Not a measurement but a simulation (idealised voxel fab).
The process module presented herein is designated voxel self aligned vias.
Section cut is 255 nm wide and gridded with 5 nm square cells.
Cross-section layout: square cells on a grid; listed as bands, top to bottom; a band spans one or more cell rows.
Basically the band line says how high the top is and how high the bottom is, in nm, and then what's in it from left to right, every material with its width in nm. Empty space shows up as "empty", and if a single material carries "throughout" it runs the full band edge to edge.
Height 0 is the level under which the wafer as received is all one material. The lowest band goes on downwards, as in "0 -> down".
Width spec "30 to 40" -> top row of cells at first value, bottom row at second value, equal per-row change in between.
Given "no modifications" for a step, no cell of the cross-section differs between before and after that step.
Basically, "Trapped voids" tells you about the enclosed voids: empty spaces with no open way to the top, 8 cells or bigger, each written width x height at distance, where distance is from the left edge, all in nm.
Text after the settings on a step's line: the simulator's own remark on that step.
The optional step-line setting "overlay nm" applies to steps with a mask and quantifies how far to the right of its planned location the mask lay, a negative value indicating leftward placement.
**Listed below are the process steps as planned**
1 RECEIVE,material Si
2 CONFORMAL_DEP,material SiO2,thk nm 15
3 CONFORMAL_DEP,material SiCN,thk nm 5
4 DIRECTIONAL_DEP,material SiO2,thk nm 25
5 PATTERN,tone open,mask id LINES,material resist,width nm 25,pitch nm 65,thk nm 20,overlay nm 0
6 DIRECTIONAL_ETCH,etch materials SiO2,depth nm 25
7 STRIP,etch materials resist
8 CONFORMAL_DEP,material TiN,thk nm 5
9 FILL_DEP,material W,thk nm 10
10 CMP,height nm 45
11 SELECTIVE_ETCH,etch materials W Ru TiN,depth nm 5
12 FILL_DEP,material SiN,thk nm 10
13 CMP,height nm 45
14 DIRECTIONAL_DEP,material SiO2,thk nm 20
15 DIRECTIONAL_DEP,material aC,thk nm 15
16 PATTERN,tone open,mask id VIAS,material resist,width nm 45,pitch nm 65,thk nm 30,overlay nm 0
17 DIRECTIONAL_ETCH,etch materials aC,depth nm 15
18 STRIP,etch materials resist
19 DIRECTIONAL_ETCH,etch materials SiO2,depth nm 20
20 DIRECTIONAL_ETCH,etch materials SiN,depth nm 5
21 STRIP,etch materials aC
22 CONFORMAL_DEP,material TiN,thk nm 5
23 FILL_DEP,material W,thk nm 5
24 CMP,height nm 65
25 CONFORMAL_DEP,material SiN,thk nm 5
**Incoming wafer in cross-section (state: after step 1)**
* 0 -> down  Si throughout
* Trapped voids: none
**Here's the cross-section of the first of our two wafers at the end of the module - it ran as planned**
* 70 -> 65  SiN throughout
* 65 -> 50  40 of SiO2; 5 of TiN; 35 of W; 5 of TiN; 20 of SiO2; 5 of TiN; 35 of W; 5 of TiN; 20 of SiO2; 5 of TiN; 35 of W; 5 of TiN; 40 of SiO2
* 50 -> 45  40 of SiO2; 15 of TiN; 15 of W; 15 of TiN; 20 of SiO2; 15 of TiN; 15 of W; 15 of TiN; 20 of SiO2; 15 of TiN; 15 of W; 15 of TiN; 40 of SiO2
* 45 -> 40  50 of SiO2; 25 of TiN; 40 of SiO2; 25 of TiN; 40 of SiO2; 25 of TiN; 50 of SiO2
* 40 -> 25  50 of SiO2; 5 of TiN; 15 of W; 5 of TiN; 40 of SiO2; 5 of TiN; 15 of W; 5 of TiN; 40 of SiO2; 5 of TiN; 15 of W; 5 of TiN; 50 of SiO2
* 25 -> 20  50 of SiO2; 25 of TiN; 40 of SiO2; 25 of TiN; 40 of SiO2; 25 of TiN; 50 of SiO2
* 20 -> 15  SiCN throughout
* 15 -> 0  SiO2 throughout
* 0 -> down  Si throughout
* Trapped voids: none
**Here is the second of the two wafers cut open at the end of the module - same start, same plan as the first one, but we made one mistake running it**
* 70 -> 65  SiN throughout
* 65 -> 50  40 of SiO2; 5 of TiN; 35 of W; 5 of TiN; 20 of SiO2; 5 of TiN; 35 of W; 5 of TiN; 20 of SiO2; 5 of TiN; 35 of W; 5 of TiN; 40 of SiO2
* 50 -> 45  40 of SiO2; 15 of TiN; 15 of W; 15 of TiN; 20 of SiO2; 15 of TiN; 15 of W; 15 of TiN; 20 of SiO2; 15 of TiN; 15 of W; 15 of TiN; 40 of SiO2
* 45 -> 35  50 of SiO2; 25 of TiN; 40 of SiO2; 25 of TiN; 40 of SiO2; 25 of TiN; 50 of SiO2
* 35 -> 30  SiCN throughout
* 30 -> 0  SiO2 throughout
* 0 -> down  Si throughout
* Trapped voids: none
The mistake made against the process plan was this: twice over, step 2 of the plan was run
Cell-count delta at end, second wafer over first, by material: 45 more of SiO2; 18 fewer of TiN; 27 fewer of W
